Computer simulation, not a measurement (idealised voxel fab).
Process module heading - voxel capacitor over wiring
Square cell edge 5 nm, section width 275 nm, ID cut.
For the purposes of this document, a cross-section shall be understood as a grid of square cells, specified as bands listed in top-to-bottom order, each band consisting of one or more rows of cells. Band: top and bottom heights (nm) first, top before bottom; then materials from left to right, widths in nm. "full width" marks a sole material filling the band edge to edge. "blank" denotes empty space. We count height from 0. Below that, the starting wafer is all one material. The lowest band never ends at the bottom but goes on down; see "0 -> down" for how that is written. Per-row width for "30..40": begins at first number (top row of band), ends at second number (bottom row), increment between rows held constant. "nothing altered" means the step left every cell of the cross-section as it was. "Trapped cavities" means: voids of 8 cells or more that are shut off from the top with no open way through. Written width x height at distance, distance from the left edge, in nm. Read whatever lies past the settings on a step's line as the simulator's own remark about the step. overlay nm, on a step with a mask: how far to the right of its planned place the mask lay; to the left if negative.

PROCESS STEPS (PLANNED)
step 1: RECEIVE, material Si
step 2: CONFORMAL_DEP, material SiO2, thk nm 10
step 3: CONFORMAL_DEP, material SiCN, thk nm 5
step 4: DIRECTIONAL_DEP, material lowk, thk nm 20
step 5: DIRECTIONAL_DEP, material aC, thk nm 15
step 6: PATTERN, tone open, mask id METAL_1, material resist, width nm 20, pitch nm 75, thk nm 30, overlay nm 0
step 7: DIRECTIONAL_ETCH, etch materials aC, depth nm 15
step 8: STRIP, etch materials resist
step 9: DIRECTIONAL_ETCH, etch materials lowk, depth nm 20
step 10: DIRECTIONAL_ETCH, etch materials SiCN, depth nm 5
step 11: STRIP, etch materials aC
step 12: CONFORMAL_DEP, material TiN, thk nm 5
step 13: FILL_DEP, material Cu, thk nm 10
step 14: CMP, height nm 35
step 15: CONFORMAL_DEP, material SiCN, thk nm 5
step 16: DIRECTIONAL_DEP, material SiO2, thk nm 10
step 17: DIRECTIONAL_DEP, material aC, thk nm 10
step 18: PATTERN, tone open, mask id PLUG_1, material resist, width nm 15, thk nm 25, overlay nm 0
step 19: DIRECTIONAL_ETCH, etch materials aC, depth nm 10
step 20: STRIP, etch materials resist
step 21: DIRECTIONAL_ETCH, etch materials SiO2, depth nm 10
step 22: DIRECTIONAL_ETCH, etch materials SiCN, depth nm 5
step 23: STRIP, etch materials aC
step 24: EPI, material Ru, thk nm 10
step 25: EPI, material Ru, thk nm 5
step 26: DIRECTIONAL_DEP, material TiN, thk nm 10
step 27: DIRECTIONAL_DEP, material SiN, thk nm 5
step 28: DIRECTIONAL_DEP, material TiN, thk nm 5
step 29: PATTERN, tone cover, mask id UPPER_PLATE, material resist, width nm 60, thk nm 20, overlay nm 0
step 30: DIRECTIONAL_ETCH, etch materials TiN, depth nm 5
step 31: DIRECTIONAL_ETCH, etch materials SiN, depth nm 5
step 32: STRIP, etch materials resist
step 33: MASKED_ETCH, tone cover, mask id LOWER_PLATE, width nm 70, etch materials TiN, depth nm 10, overlay nm 0
step 34: FILL_DEP, material SiO2, thk nm 15
step 35: CMP, height nm 80
step 36: MASKED_ETCH, tone open, mask id PLUG_2, width nm 15, etch materials SiO2, depth nm 10, overlay nm 0
step 37: CONFORMAL_DEP, material TiN, thk nm 5
step 38: FILL_DEP, material W, thk nm 10
step 39: CMP, height nm 80
step 40: CONFORMAL_DEP, material SiCN, thk nm 5

THIS IS THE CROSS-SECTION OF THE WAFER AS WE RECEIVED IT, I.E. AFTER STEP 1
0 -> down: Si full width
Trapped cavities: none

AS-PLANNED RUN: CROSS-SECTION OF THE FIRST OF TWO WAFERS AT END OF MODULE
85 -> 80: SiCN full width
80 -> 75: SiO2 (105) | TiN (5) | W (5) | TiN (5) | SiO2 (155)
75 -> 65: SiO2 (105..95) | TiN (15..60) | SiO2 (155..120)
65 -> 60: SiO2 (95) | SiN (60) | SiO2 (120)
60 -> 50: SiO2 (90) | TiN (70) | SiO2 (115)
50 -> 40: SiO2 (95) | Ru (15) | SiO2 (165)
40 -> 35: SiCN (95) | Ru (15) | SiCN (165)
35 -> 15: lowk (90) | TiN (5) | Cu (10) | TiN (5) | lowk (55) | TiN (5) | Cu (10) | TiN (5) | lowk (90)
15 -> 10: SiCN (90) | TiN (20) | SiCN (55) | TiN (20) | SiCN (90)
10 -> 0: SiO2 full width
0 -> down: Si full width
Trapped cavities: none

SECOND WAFER THROUGH THE MODULE, SECTIONED AT THE END: SAME BEGINNING AND SAME PLAN AS THE FIRST WAFER, WITH ONE MISTAKE IN CARRYING IT OUT
85 -> 80: SiCN full width
80 -> 75: SiO2 (105) | TiN (5) | W (5) | TiN (5) | SiO2 (155)
75 -> 70: SiO2 (105) | TiN (15) | SiO2 (155)
70 -> 65: SiO2 (95) | SiN (60) | SiO2 (120)
65 -> 55: SiO2 (90) | TiN (70) | SiO2 (115)
55 -> 50: TiN full width
50 -> 40: SiO2 (95) | Ru (15) | SiO2 (165)
40 -> 35: SiCN (95) | Ru (15) | SiCN (165)
35 -> 15: lowk (90) | TiN (5) | Cu (10) | TiN (5) | lowk (55) | TiN (5) | Cu (10) | TiN (5) | lowk (90)
15 -> 10: SiCN (90) | TiN (20) | SiCN (55) | TiN (20) | SiCN (90)
10 -> 0: SiO2 full width
0 -> down: Si full width
Trapped cavities: none
What broke from the plan during processing? steps 27 and 28 traded places in the executed sequence
End check, counted in cells, second wafer has more or fewer of these materials than the first: SiO2 -43; TiN +43
